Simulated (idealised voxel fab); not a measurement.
process module | voxel self aligned vias
cross-section cut | 235 nm wide | cells 5 nm
A cross-section is a grid of square cells, given in bands from the top down. A band is one or more rows of cells.
Each band's line starts with the height of the band's top and of its bottom, in nm. Then come its materials from left to right, each with its width in nm. One material with "throughout" fills the band from edge to edge. "air" is empty space.
Height 0 is the level under which the wafer as received is all one material. The lowest band goes on downwards, as in "0 down".
A width such as "30 to 40" changes by the same amount from each row of cells to the next, from the band's top row to its bottom row.
"no change" after a step means that no cell of the cross-section changed.
closed voids: empty space of 8 cells or more with no open way to the top, each as width x height at its distance from the left edge, in nm
after a step's settings: what the simulator itself notes on the step
overlay nm, on a step with a mask: how far to the right of its planned place the mask lay; to the left if negative
Each pair below shows a cross-section before one step and the cross-section after it, down to the lowest band that changed. The line under each pair gives the step between them, with its settings. The pairs can come from different runs of this module on the same starting wafer, so a pair continues from the pair above only where its "before" says so.
before
  70 to 50: SiO2 throughout
  50 to 40: SiO2 30 | SiN 30 | SiO2 40 | SiN 30 | SiO2 40 | SiN 30 | SiO2 35
  40 to 25: SiO2 30 | TiN 5 | W 20 | TiN 5 | SiO2 40 | TiN 5 | W 20 | TiN 5 | SiO2 40 | TiN 5 | W 20 | TiN 5 | SiO2 35
  25 to 20: SiO2 30 | TiN 30 | SiO2 40 | TiN 30 | SiO2 40 | TiN 30 | SiO2 35
  20 to 15: SiCN throughout
  15 to 0: SiO2 throughout
  0 down: Si throughout
  closed voids: none
after
  90 to 70: resist 15 | air 50 | resist 90 | air 50 | resist 30
  below 70: unchanged
  closed voids: none
the step between: op PATTERN | tone open | mask id VIAS | material resist | width nm 50 | pitch nm 140 | thk nm 20 | overlay nm -5
before: the cross-section after the pair above
after
  90 to 70: resist 15 | air 50 | resist 90 | air 50 | resist 30
  70 to 50: SiO2 15 | air 50 | SiO2 90 | air 50 | SiO2 30
  below 50: unchanged
  closed voids: none
the step between: op DIRECTIONAL_ETCH | etch materials SiO2 | depth nm 20
before: the cross-section after the pair above
after
  90 to 70: resist 15 | air 50 | resist 90 | air 50 | resist 30
  70 to 50: SiO2 15 | air 50 | SiO2 90 | air 50 | SiO2 30
  50 to 40: SiO2 30 | air 30 | SiO2 40 | SiN 30 | SiO2 40 | air 30 | SiO2 35
  below 40: unchanged
  closed voids: none
the step between: op DIRECTIONAL_ETCH | etch materials SiN | depth nm 10
before: the cross-section after the pair above
after
  70 to 50: SiO2 15 | air 50 | SiO2 90 | air 50 | SiO2 30
  below 50: unchanged
  closed voids: none
the step between: op STRIP | etch materials resist
before: the cross-section after the pair above
after
  75 to 70: TiN 20 | air 40 | TiN 100 | air 40 | TiN 35
  70 to 55: SiO2 15 | TiN 5 | air 40 | TiN 5 | SiO2 90 | TiN 5 | air 40 | TiN 5 | SiO2 30
  55 to 50: SiO2 15 | TiN 20 | air 20 | TiN 10 | SiO2 90 | TiN 20 | air 20 | TiN 10 | SiO2 30
  50 to 45: SiO2 30 | TiN 5 | air 20 | TiN 5 | SiO2 40 | SiN 30 | SiO2 40 | TiN 5 | air 20 | TiN 5 | SiO2 35
  45 to 40: SiO2 30 | TiN 30 | SiO2 40 | SiN 30 | SiO2 40 | TiN 30 | SiO2 35
  below 40: unchanged
  closed voids: none
the step between: op CONFORMAL_DEP | material TiN | thk nm 5
before: the cross-section after the pair above
after
  85 to 75: W throughout
  75 to 70: TiN 20 | W 40 | TiN 100 | W 40 | TiN 35
  70 to 55: SiO2 15 | TiN 5 | W 40 | TiN 5 | SiO2 90 | TiN 5 | W 40 | TiN 5 | SiO2 30
  55 to 50: SiO2 15 | TiN 20 | W 20 | TiN 10 | SiO2 90 | TiN 20 | W 20 | TiN 10 | SiO2 30
  50 to 45: SiO2 30 | TiN 5 | W 20 | TiN 5 | SiO2 40 | SiN 30 | SiO2 40 | TiN 5 | W 20 | TiN 5 | SiO2 35
  below 45: unchanged
  closed voids: none
the step between: op FILL_DEP | material W | thk nm 10
before: the cross-section after the pair above
after
  70 to 55: SiO2 15 | TiN 5 | W 40 | TiN 5 | SiO2 90 | TiN 5 | W 40 | TiN 5 | SiO2 30
  below 55: unchanged
  closed voids: none
the step between: op CMP | height nm 70
before: the cross-section after the pair above
after
  75 to 70: SiN throughout
  below 70: unchanged
  closed voids: none
the step between: op CONFORMAL_DEP | material SiN | thk nm 5
before
  50 to 25: SiO2 30 | TiN 5 | W 20 | TiN 5 | SiO2 40 | TiN 5 | W 20 | TiN 5 | SiO2 40 | TiN 5 | W 20 | TiN 5 | SiO2 35
  25 to 20: SiO2 30 | TiN 30 | SiO2 40 | TiN 30 | SiO2 40 | TiN 30 | SiO2 35
  20 to 15: SiCN throughout
  15 to 0: SiO2 throughout
  0 down: Si throughout
  closed voids: none
after
  50 to 40: SiO2 30 | air 5 | W 20 | air 5 | SiO2 40 | air 5 | W 20 | air 5 | SiO2 40 | air 5 | W 20 | air 5 | SiO2 35
  below 40: unchanged
  closed voids: none
the step between: op SELECTIVE_ETCH | etch materials TiN | depth nm 10
before: the cross-section after the pair above
after
  55 to 50: SiN throughout
  50 to 40: SiO2 30 | SiN 5 | W 20 | SiN 5 | SiO2 40 | SiN 5 | W 20 | SiN 5 | SiO2 40 | SiN 5 | W 20 | SiN 5 | SiO2 35
  below 40: unchanged
  closed voids: none
the step between: op FILL_DEP | material SiN | thk nm 5
before: the cross-section after the pair above
after
  50 to 40: SiO2 30 | SiN 5 | W 20 | SiN 5 | SiO2 40 | SiN 5 | W 20 | SiN 5 | SiO2 40 | SiN 5 | W 20 | SiN 5 | SiO2 35
  below 40: unchanged
  closed voids: none
the step between: op CMP | height nm 50
before: the cross-section after the pair above
after
  70 to 50: SiO2 throughout
  below 50: unchanged
  closed voids: none
the step between: op DIRECTIONAL_DEP | material SiO2 | thk nm 20
before: the cross-section after the pair above
after
  90 to 70: resist 20 | air 50 | resist 90 | air 50 | resist 25
  below 70: unchanged
  closed voids: none
the step between: op PATTERN | tone open | mask id VIAS | material resist | width nm 50 | pitch nm 140 | thk nm 20 | overlay nm 0
before: the cross-section after the pair above
after
  90 to 70: resist 20 | air 50 | resist 90 | air 50 | resist 25
  70 to 50: SiO2 20 | air 50 | SiO2 90 | air 50 | SiO2 25
  below 50: unchanged
  closed voids: none
the step between: op DIRECTIONAL_ETCH | etch materials SiO2 | depth nm 20
before: the cross-section after the pair above
after
  90 to 70: resist 20 | air 50 | resist 90 | air 50 | resist 25
  70 to 50: SiO2 20 | air 50 | SiO2 90 | air 50 | SiO2 25
  50 to 40: SiO2 30 | air 5 | W 20 | air 5 | SiO2 40 | SiN 5 | W 20 | SiN 5 | SiO2 40 | air 5 | W 20 | air 5 | SiO2 35
  below 40: unchanged
  closed voids: none
the step between: op DIRECTIONAL_ETCH | etch materials SiN | depth nm 10
before: the cross-section after the pair above
after
  70 to 50: SiO2 20 | air 50 | SiO2 90 | air 50 | SiO2 25
  below 50: unchanged
  closed voids: none
the step between: op STRIP | etch materials resist
before: the cross-section after the pair above
after
  75 to 70: TiN 25 | air 40 | TiN 100 | air 40 | TiN 30
  70 to 55: SiO2 20 | TiN 5 | air 40 | TiN 5 | SiO2 90 | TiN 5 | air 40 | TiN 5 | SiO2 25
  55 to 50: SiO2 20 | TiN 50 | SiO2 90 | TiN 50 | SiO2 25
  50 to 40: SiO2 30 | TiN 5 | W 20 | TiN 5 | SiO2 40 | SiN 5 | W 20 | SiN 5 | SiO2 40 | TiN 5 | W 20 | TiN 5 | SiO2 35
  below 40: unchanged
  closed voids: none
the step between: op CONFORMAL_DEP | material TiN | thk nm 5
before: the cross-section after the pair above
after
  85 to 75: W throughout
  75 to 70: TiN 25 | W 40 | TiN 100 | W 40 | TiN 30
  70 to 55: SiO2 20 | TiN 5 | W 40 | TiN 5 | SiO2 90 | TiN 5 | W 40 | TiN 5 | SiO2 25
  below 55: unchanged
  closed voids: none
the step between: op FILL_DEP | material W | thk nm 10
before: the cross-section after the pair above
after
  70 to 55: SiO2 20 | TiN 5 | W 40 | TiN 5 | SiO2 90 | TiN 5 | W 40 | TiN 5 | SiO2 25
  below 55: unchanged
  closed voids: none
the step between: op CMP | height nm 70
before: the cross-section after the pair above
after
  75 to 70: SiN throughout
  below 70: unchanged
  closed voids: none
the step between: op CONFORMAL_DEP | material SiN | thk nm 5
before
  50 to 20: SiO2 throughout
  20 to 15: SiCN throughout
  15 to 0: SiO2 throughout
  0 down: Si throughout
  closed voids: none
after
  50 to 20: air 30 | SiO2 30 | air 40 | SiO2 30 | air 40 | SiO2 30 | air 35
  below 20: unchanged
  closed voids: none
the step between: op MASKED_ETCH | tone cover | mask id LINES | width nm 30 | pitch nm 70 | etch materials SiO2 | depth nm 30 | overlay nm 0
before: the cross-section after the pair above
after
  55 to 50: air 25 | TiN 40 | air 30 | TiN 40 | air 30 | TiN 40 | air 30
  50 to 25: air 25 | TiN 5 | SiO2 30 | TiN 5 | air 30 | TiN 5 | SiO2 30 | TiN 5 | air 30 | TiN 5 | SiO2 30 | TiN 5 | air 30
  25 to 20: TiN 30 | SiO2 30 | TiN 40 | SiO2 30 | TiN 40 | SiO2 30 | TiN 35
  below 20: unchanged
  closed voids: none
the step between: op CONFORMAL_DEP | material TiN | thk nm 5
before: the cross-section after the pair above
after
  65 to 55: W throughout
  55 to 50: W 25 | TiN 40 | W 30 | TiN 40 | W 30 | TiN 40 | W 30
  50 to 25: W 25 | TiN 5 | SiO2 30 | TiN 5 | W 30 | TiN 5 | SiO2 30 | TiN 5 | W 30 | TiN 5 | SiO2 30 | TiN 5 | W 30
  below 25: unchanged
  closed voids: none
the step between: op FILL_DEP | material W | thk nm 10
before: the cross-section after the pair above
after
  50 to 25: W 25 | TiN 5 | SiO2 30 | TiN 5 | W 30 | TiN 5 | SiO2 30 | TiN 5 | W 30 | TiN 5 | SiO2 30 | TiN 5 | W 30
  below 25: unchanged
  closed voids: none
the step between: op CMP | height nm 50
before: the cross-section after the pair above
after
  50 to 40: air 30 | SiO2 30 | air 40 | SiO2 30 | air 40 | SiO2 30 | air 35
  below 40: unchanged
  closed voids: none
the step between: op SELECTIVE_ETCH | etch materials W Ru TiN | depth nm 10
before: the cross-section after the pair above
after
  55 to 50: SiN throughout
  50 to 40: SiN 30 | SiO2 30 | SiN 40 | SiO2 30 | SiN 40 | SiO2 30 | SiN 35
  below 40: unchanged
  closed voids: none
the step between: op FILL_DEP | material SiN | thk nm 5
before: the cross-section after the pair above
after
  50 to 40: SiN 30 | SiO2 30 | SiN 40 | SiO2 30 | SiN 40 | SiO2 30 | SiN 35
  below 40: unchanged
  closed voids: none
the step between: op CMP | height nm 50
before: the cross-section after the pair above
after
  70 to 50: SiO2 throughout
  below 50: unchanged
  closed voids: none
the step between: op DIRECTIONAL_DEP | material SiO2 | thk nm 20
before: the cross-section after the pair above
after
  90 to 70: resist 20 | air 50 | resist 90 | air 50 | resist 25
  below 70: unchanged
  closed voids: none
the step between: op PATTERN | tone open | mask id VIAS | material resist | width nm 50 | pitch nm 140 | thk nm 20 | overlay nm 0
before: the cross-section after the pair above
after
  90 to 70: resist 20 | air 50 | resist 90 | air 50 | resist 25
  70 to 50: SiO2 20 | air 50 | SiO2 90 | air 50 | SiO2 25
  below 50: unchanged
  closed voids: none
the step between: op DIRECTIONAL_ETCH | etch materials SiO2 | depth nm 20
before: the cross-section after the pair above
after
  90 to 70: resist 20 | air 50 | resist 90 | air 50 | resist 25
  70 to 50: SiO2 20 | air 50 | SiO2 90 | air 50 | SiO2 25
  50 to 40: SiN 20 | air 10 | SiO2 30 | air 10 | SiN 30 | SiO2 30 | SiN 30 | air 10 | SiO2 30 | air 10 | SiN 25
  below 40: unchanged
  closed voids: none
the step between: op DIRECTIONAL_ETCH | etch materials SiN | depth nm 10
before: the cross-section after the pair above
after
  70 to 50: SiO2 20 | air 50 | SiO2 90 | air 50 | SiO2 25
  below 50: unchanged
  closed voids: none
the step between: op STRIP | etch materials resist
before: the cross-section after the pair above
after
  75 to 70: TiN 25 | air 40 | TiN 100 | air 40 | TiN 30
  70 to 55: SiO2 20 | TiN 5 | air 40 | TiN 5 | SiO2 90 | TiN 5 | air 40 | TiN 5 | SiO2 25
  55 to 50: SiO2 20 | TiN 50 | SiO2 90 | TiN 50 | SiO2 25
  50 to 40: SiN 20 | TiN 10 | SiO2 30 | TiN 10 | SiN 30 | SiO2 30 | SiN 30 | TiN 10 | SiO2 30 | TiN 10 | SiN 25
  below 40: unchanged
  closed voids: none
the step between: op CONFORMAL_DEP | material TiN | thk nm 5
before: the cross-section after the pair above
after
  85 to 75: W throughout
  75 to 70: TiN 25 | W 40 | TiN 100 | W 40 | TiN 30
  70 to 55: SiO2 20 | TiN 5 | W 40 | TiN 5 | SiO2 90 | TiN 5 | W 40 | TiN 5 | SiO2 25
  below 55: unchanged
  closed voids: none
the step between: op FILL_DEP | material W | thk nm 10
before: the cross-section after the pair above
after
  70 to 55: SiO2 20 | TiN 5 | W 40 | TiN 5 | SiO2 90 | TiN 5 | W 40 | TiN 5 | SiO2 25
  below 55: unchanged
  closed voids: none
the step between: op CMP | height nm 70
before: the cross-section after the pair above
after
  75 to 70: SiN throughout
  below 70: unchanged
  closed voids: none
the step between: op CONFORMAL_DEP | material SiN | thk nm 5
